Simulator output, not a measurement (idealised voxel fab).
This section sets out a process module, namely voxel trench capacitor.
275 nm wide, 5 nm square cells: that's cross-section cut.
Cross-section = grid of square cells, listed top down in bands; band = one or more rows.
Per band: top height and bottom height in nm, followed by the left-to-right materials and their widths in nm; "edge to edge" marks a single material spanning edge to edge, "air" marks empty space.
A quick word on heights: they are counted from 0, and under that level the wafer as it came to us is one material throughout. The lowest band is different from the rest in having no bottom; it simply continues downward, written as in "0 -> down".
The width entry "30..40" should be interpreted row by row: the top row of cells in the band takes the first number, the bottom row takes the second number, and the change between adjacent rows is uniform throughout.
Where the words "remains unaltered" appear for a step, the cross-section shows no cell changed by that step; every cell remained as before.
Any empty space of 8 cells or more lacking an open way to the top shows up in "Closed void roster" as width x height at distance, distance from the left edge, in nm.
Where a step's line continues beyond its settings, the continuation is a remark by the simulator itself on that step.
overlay nm: for a step with a mask, the amount by which the mask lay right of where it was planned; a negative amount means left of it.
[Here's what the planned process steps look like]
1,RECEIVE | material Si
2,CONFORMAL_DEP | material SiN | thk nm 10
3,PATTERN | tone open | mask id TRENCH | material resist | width nm 20 | pitch nm 50 | thk nm 15 | overlay nm 0
4,DIRECTIONAL_ETCH | etch materials SiN | depth nm 10
5,DIRECTIONAL_ETCH | etch materials Si | depth nm 30
6,STRIP | etch materials resist
7,CONFORMAL_DEP | material Al2O3 | thk nm 5
8,FILL_DEP | material polySi | thk nm 10
9,CMP | height nm 10
[The first of a set of two wafers, run to plan]
[Wafer as received: cross-section following step 1]
  0 -> down = Si edge to edge
  Closed void roster: none
[After step 2, in cross-section]
  10 -> 0 = SiN edge to edge
  No changes below 0.
[After step 3, in cross-section]
  25 -> 10 = 100 resist, 20 air, 30 resist, 20 air, 105 resist
  No changes below 10.
[After step 4, in cross-section]
  25 -> 10 = 100 resist, 20 air, 30 resist, 20 air, 105 resist
  10 -> 0 = 100 SiN, 20 air, 30 SiN, 20 air, 105 SiN
  No changes below 0.
[After step 5, in cross-section]
  25 -> 10 = 100 resist, 20 air, 30 resist, 20 air, 105 resist
  10 -> 0 = 100 SiN, 20 air, 30 SiN, 20 air, 105 SiN
  0 -> -30 = 100 Si, 20 air, 30 Si, 20 air, 105 Si
  No changes below -30.
[After step 6, in cross-section]
  10 -> 0 = 100 SiN, 20 air, 30 SiN, 20 air, 105 SiN
  No changes below 0.
[After step 7, in cross-section]
  15 -> 10 = 105 Al2O3, 10 air, 40 Al2O3, 10 air, 110 Al2O3
  10 -> 0 = 100 SiN, 5 Al2O3, 10 air, 5 Al2O3, 30 SiN, 5 Al2O3, 10 air, 5 Al2O3, 105 SiN
  0 -> -25 = 100 Si, 5 Al2O3, 10 air, 5 Al2O3, 30 Si, 5 Al2O3, 10 air, 5 Al2O3, 105 Si
  -25 -> -30 = 100 Si, 20 Al2O3, 30 Si, 20 Al2O3, 105 Si
  No changes below -30.
[After step 8, in cross-section]
  25 -> 15 = polySi edge to edge
  15 -> 10 = 105 Al2O3, 10 polySi, 40 Al2O3, 10 polySi, 110 Al2O3
  10 -> 0 = 100 SiN, 5 Al2O3, 10 polySi, 5 Al2O3, 30 SiN, 5 Al2O3, 10 polySi, 5 Al2O3, 105 SiN
  0 -> -25 = 100 Si, 5 Al2O3, 10 polySi, 5 Al2O3, 30 Si, 5 Al2O3, 10 polySi, 5 Al2O3, 105 Si
  No changes below -25.
[After step 9, in cross-section]
  10 -> 0 = 100 SiN, 5 Al2O3, 10 polySi, 5 Al2O3, 30 SiN, 5 Al2O3, 10 polySi, 5 Al2O3, 105 SiN
  No changes below 0.
[second wafer: like start, like plan, one mistake. Through step 2 it matches the first wafer]
[The second wafer in cross-section, at the planned close of step 3]
  25 -> 10 = 100 air, 20 resist, 30 air, 20 resist, 105 air
  No changes below 10.
[The second wafer in cross-section, at the planned close of step 4]
  25 -> 10 = 100 air, 20 resist, 30 air, 20 resist, 105 air
  10 -> 0 = 100 air, 20 SiN, 30 air, 20 SiN, 105 air
  No changes below 0.
[The second wafer in cross-section, at the planned close of step 5]
  25 -> 10 = 100 air, 20 resist, 30 air, 20 resist, 105 air
  10 -> 0 = 100 air, 20 SiN, 30 air, 20 SiN, 105 air
  0 -> -30 = 100 air, 20 Si, 30 air, 20 Si, 105 air
  No changes below -30.
[The second wafer in cross-section, at the planned close of step 6]
  10 -> 0 = 100 air, 20 SiN, 30 air, 20 SiN, 105 air
  No changes below 0.
[The second wafer in cross-section, at the planned close of step 7]
  15 -> 10 = 95 air, 30 Al2O3, 20 air, 30 Al2O3, 100 air
  10 -> 0 = 95 air, 5 Al2O3, 20 SiN, 5 Al2O3, 20 air, 5 Al2O3, 20 SiN, 5 Al2O3, 100 air
  0 -> -25 = 95 air, 5 Al2O3, 20 Si, 5 Al2O3, 20 air, 5 Al2O3, 20 Si, 5 Al2O3, 100 air
  -25 -> -30 = 100 Al2O3, 20 Si, 30 Al2O3, 20 Si, 105 Al2O3
  No changes below -30.
[The second wafer in cross-section, at the planned close of step 8]
  25 -> 15 = polySi edge to edge
  15 -> 10 = 95 polySi, 30 Al2O3, 20 polySi, 30 Al2O3, 100 polySi
  10 -> 0 = 95 polySi, 5 Al2O3, 20 SiN, 5 Al2O3, 20 polySi, 5 Al2O3, 20 SiN, 5 Al2O3, 100 polySi
  0 -> -25 = 95 polySi, 5 Al2O3, 20 Si, 5 Al2O3, 20 polySi, 5 Al2O3, 20 Si, 5 Al2O3, 100 polySi
  No changes below -25.
[The second wafer in cross-section, at the planned close of step 9]
  10 -> 0 = 95 polySi, 5 Al2O3, 20 SiN, 5 Al2O3, 20 polySi, 5 Al2O3, 20 SiN, 5 Al2O3, 100 polySi
  No changes below 0.
Plan not followed: step 3 off recipe, ran as PATTERN | tone cover | mask id TRENCH | material resist | width nm 20 | pitch nm 50 | thk nm 15 | overlay nm 0
Wafer comparison, final, in cells, second relative to first, materials more or fewer: +39 Al2O3 | -234 Si | -78 SiN | +273 polySi
